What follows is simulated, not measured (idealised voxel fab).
process module | voxel capacitor over wiring
cross-section cut | 220 nm wide | cells 5 nm
A cross-section is a grid of square cells, given in bands from the top down. A band is one or more rows of cells.
Each band's line starts with the height of the band's top and of its bottom, in nm. Then come its materials from left to right, each with its width in nm. One material with "throughout" fills the band from edge to edge. "air" is empty space.
Height 0 is the level under which the wafer as received is all one material. The lowest band goes on downwards, as in "0 down".
A width such as "30 to 40" changes by the same amount from each row of cells to the next, from the band's top row to its bottom row.
"no change" after a step means that no cell of the cross-section changed.
closed voids: empty space of 8 cells or more with no open way to the top, each as width x height at its distance from the left edge, in nm
after a step's settings: what the simulator itself notes on the step
overlay nm, on a step with a mask: how far to the right of its planned place the mask lay; to the left if negative
plan
1 op RECEIVE | material Si
2 op CONFORMAL_DEP | material SiO2 | thk nm 15
3 op CONFORMAL_DEP | material SiN | thk nm 5
4 op DIRECTIONAL_DEP | material SiO2 | thk nm 15
5 op DIRECTIONAL_DEP | material aC | thk nm 10
6 op PATTERN | tone open | mask id METAL_1 | material resist | width nm 25 | pitch nm 95 | thk nm 30 | overlay nm 0
7 op DIRECTIONAL_ETCH | etch materials aC | depth nm 10
8 op STRIP | etch materials resist
9 op DIRECTIONAL_ETCH | etch materials SiO2 | depth nm 15
10 op DIRECTIONAL_ETCH | etch materials SiN | depth nm 5
11 op STRIP | etch materials aC
12 op CONFORMAL_DEP | material TiN | thk nm 5
13 op FILL_DEP | material W | thk nm 10
14 op CMP | height nm 35
15 op CONFORMAL_DEP | material SiCN | thk nm 5
16 op DIRECTIONAL_DEP | material lowk | thk nm 15
17 op MASKED_ETCH | tone open | mask id PLUG_1 | width nm 15 | etch materials lowk | depth nm 15 | overlay nm 0
18 op MASKED_ETCH | tone open | mask id PLUG_1 | width nm 15 | etch materials SiCN | depth nm 5 | overlay nm 0
19 op EPI | material Ru | thk nm 10
20 op EPI | material Ru | thk nm 10
21 op DIRECTIONAL_DEP | material TiN | thk nm 5
22 op DIRECTIONAL_DEP | material HfO2 | thk nm 5
23 op DIRECTIONAL_DEP | material TiN | thk nm 5
24 op DIRECTIONAL_DEP | material aC | thk nm 10
25 op PATTERN | tone cover | mask id UPPER_PLATE | material resist | width nm 75 | thk nm 30 | overlay nm 0
26 op DIRECTIONAL_ETCH | etch materials aC | depth nm 10
27 op STRIP | etch materials resist
28 op DIRECTIONAL_ETCH | etch materials TiN | depth nm 5
29 op DIRECTIONAL_ETCH | etch materials HfO2 | depth nm 5
30 op STRIP | etch materials aC
31 op PATTERN | tone cover | mask id LOWER_PLATE | material resist | width nm 85 | thk nm 15 | overlay nm 0
32 op DIRECTIONAL_ETCH | etch materials TiN | depth nm 5
33 op STRIP | etch materials resist
34 op FILL_DEP | material SiO2 | thk nm 20
35 op CMP | height nm 85
36 op DIRECTIONAL_DEP | material aC | thk nm 10
37 op PATTERN | tone open | mask id PLUG_2 | material resist | width nm 15 | thk nm 30 | overlay nm 0
38 op DIRECTIONAL_ETCH | etch materials aC | depth nm 10
39 op STRIP | etch materials resist
40 op DIRECTIONAL_ETCH | etch materials SiO2 | depth nm 15
41 op STRIP | etch materials aC
42 op CONFORMAL_DEP | material TiN | thk nm 5
43 op FILL_DEP | material Cu | thk nm 10
44 op CMP | height nm 85
45 op CONFORMAL_DEP | material SiCN | thk nm 5
as received, after step 1
  0 down: Si throughout
  closed voids: none
first wafer at the end, as planned
  90 to 85: SiCN throughout
  85 to 75: SiO2 70 | TiN 5 | Cu 5 | TiN 5 | SiO2 135
  75 to 65: SiO2 70 to 60 | TiN 15 to 75 | SiO2 135 to 85
  65 to 60: SiO2 60 | HfO2 75 | SiO2 85
  60 to 55: SiO2 55 | TiN 85 | SiO2 80
  55 to 40: lowk 60 | Ru 15 | lowk 145
  40 to 35: SiCN 60 | Ru 15 | SiCN 145
  35 to 20: SiO2 50 | TiN 5 | W 15 | TiN 5 | SiO2 70 | TiN 5 | W 15 | TiN 5 | SiO2 50
  20 to 15: SiN 50 | TiN 25 | SiN 70 | TiN 25 | SiN 50
  15 to 0: SiO2 throughout
  0 down: Si throughout
  closed voids: none
second wafer at the end: like start, like plan, one mistake
  90 to 85: SiCN throughout
  85 to 75: Cu 65 | TiN 5 | SiO2 15 | TiN 5 | Cu 130
  75 to 70: TiN 70 | SiO2 15 | TiN 135
  70 to 65: SiO2 60 | TiN 75 | SiO2 85
  65 to 60: SiO2 60 | HfO2 75 | SiO2 85
  60 to 55: SiO2 55 | TiN 85 | SiO2 80
  55 to 40: lowk 60 | Ru 15 | lowk 145
  40 to 35: SiCN 60 | Ru 15 | SiCN 145
  35 to 20: SiO2 50 | TiN 5 | W 15 | TiN 5 | SiO2 70 | TiN 5 | W 15 | TiN 5 | SiO2 50
  20 to 15: SiN 50 | TiN 25 | SiN 70 | TiN 25 | SiN 50
  15 to 0: SiO2 throughout
  0 down: Si throughout
  closed voids: none
what went wrong: step 37 ran as: op PATTERN | tone cover | mask id PLUG_2 | material resist | width nm 15 | thk nm 30 | overlay nm 0
at the end the second wafer has, in cells: 76 more of Cu | 114 fewer of SiO2 | 38 more of TiN
